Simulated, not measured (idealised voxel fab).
The process module that follows is named voxel lift off.
cross-section cut | 285 nm wide | cells 5 nm
A cross-section in this document is a grid of square cells, and it is written down as bands, the top band listed before the ones below it; a band is made up of one or more rows of cells.
The entry gives the band's vertical extent as a top height and a bottom height in nm, then its horizontal make-up as materials from left to right, each with a width in nm. "air" stands for empty space; a single material marked "edge to edge" fills the band edge to edge.
Beneath 0, the wafer as received is one material, and that level is where height counting begins. The lowest band goes on downward without a bottom; it is written like "0 down".
You'd read "30->40" like this: the band's top row of cells is as wide as the first number, its bottom row is as wide as the second, and going down, every row changes width by the same amount as the row before did.
The designation "no modification", where it is given for a processing step, indicates that no cell of the cross-section was altered in the course of that step.
"Trapped voids" lists enclosed empty spaces (at least 8 cells, no open path upward to the top), each as width x height at distance from the left edge, in nm.
It should be noted that, on the line of a given step, the content following the step's settings is a remark produced by the simulator itself with respect to that step.
You can add "overlay nm" to a step's line. For a step with a mask, it describes how far the mask lay to the right of its planned position, and a negative number describes a lay to the left.
# Listed below are the process steps as planned
1 RECEIVE,material Si
2 CONFORMAL_DEP,material Al2O3,thk nm 15
3 PATTERN,tone open,mask id LINES,material resist,width nm 15,pitch nm 40,thk nm 30,overlay nm 0
4 DIRECTIONAL_DEP,material Ru,thk nm 15
5 STRIP,etch materials resist
6 CONFORMAL_DEP,material SiO2,thk nm 5
The width nm used in step 3 is not the same on every wafer, whereas the starting condition is; the value printed in the plan is the first wafer's.
# Cross-section, first of several wafers, as delivered after step 1
  0 down: Si edge to edge
  Trapped voids: none
# Cross-section of the first of several wafers once the module has run through its last step, step 6
  35 to 30: air 70 / SiO2 25 / air 15 / SiO2 25 / air 15 / SiO2 25 / air 15 / SiO2 25 / air 70
  30 to 20: air 70 / SiO2 5 / Ru 15 / SiO2 5 / air 15 / SiO2 5 / Ru 15 / SiO2 5 / air 15 / SiO2 5 / Ru 15 / SiO2 5 / air 15 / SiO2 5 / Ru 15 / SiO2 5 / air 70
  20 to 15: SiO2 75 / Ru 15 / SiO2 25 / Ru 15 / SiO2 25 / Ru 15 / SiO2 25 / Ru 15 / SiO2 75
  15 to 0: Al2O3 edge to edge
  0 down: Si edge to edge
  Trapped voids: none
# Cross-sectional view, end of module, last wafer of several
  35 to 30: air 65 / SiO2 35 / air 5 / SiO2 35 / air 5 / SiO2 35 / air 5 / SiO2 35 / air 65
  30 to 20: air 65 / SiO2 5 / Ru 25 / SiO2 5 / air 5 / SiO2 5 / Ru 25 / SiO2 5 / air 5 / SiO2 5 / Ru 25 / SiO2 5 / air 5 / SiO2 5 / Ru 25 / SiO2 5 / air 65
  20 to 15: SiO2 70 / Ru 25 / SiO2 15 / Ru 25 / SiO2 15 / Ru 25 / SiO2 15 / Ru 25 / SiO2 70
  15 to 0: Al2O3 edge to edge
  0 down: Si edge to edge
  Trapped voids: none
# Gained (+) or lost (-) cells of each material since receipt, then closed voids: one row per wafer, at the end of the module
width nm 15, +171 Al2O3, +36 Ru, +81 SiO2, Trapped voids: none
width nm 20, +171 Al2O3, +48 Ru, +81 SiO2, Trapped voids: none
width nm 25, +171 Al2O3, +60 Ru, +81 SiO2, Trapped voids: none
